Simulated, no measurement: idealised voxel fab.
process module | voxel local oxidation
cross-section cut | 250 nm wide | cells 5 nm
A cross-section is a grid of square cells, given in bands from the top down. A band is one or more rows of cells.
Each band's line starts with the height of the band's top and of its bottom, in nm. Then come its materials from left to right, each with its width in nm. One material with "throughout" fills the band from edge to edge. "air" is empty space.
Height 0 is the level under which the wafer as received is all one material. The lowest band goes on downwards, as in "0 down".
A width such as "30 to 40" changes by the same amount from each row of cells to the next, from the band's top row to its bottom row.
"no change" after a step means that no cell of the cross-section changed.
closed voids: empty space of 8 cells or more with no open way to the top, each as width x height at its distance from the left edge, in nm
after a step's settings: what the simulator itself notes on the step
overlay nm, on a step with a mask: how far to the right of its planned place the mask lay; to the left if negative
plan
1 op RECEIVE | material Si
2 op OXIDIZE | depth nm 5
3 op CONFORMAL_DEP | material SiN | thk nm 10
4 op PATTERN | tone cover | mask id ACTIVE | material resist | width nm 120 | thk nm 15 | overlay nm 0
5 op DIRECTIONAL_ETCH | etch materials SiN | depth nm 10
6 op STRIP | etch materials resist
7 op SELECTIVE_ETCH | etch materials SiO2 | depth nm 5
8 op OXIDIZE | depth nm 15
9 op STRIP | etch materials SiN
as received, after step 1
  0 down: Si throughout
  closed voids: none
a wafer at the end: this start, this plan, one mistake
  0 to -5: air 70 | SiO2 110 | air 70
  -5 to -25: SiO2 90 | Si 70 | SiO2 90
  -25 down: Si throughout
  closed voids: none
what went wrong: step 8 ran as: op OXIDIZE | depth nm 20
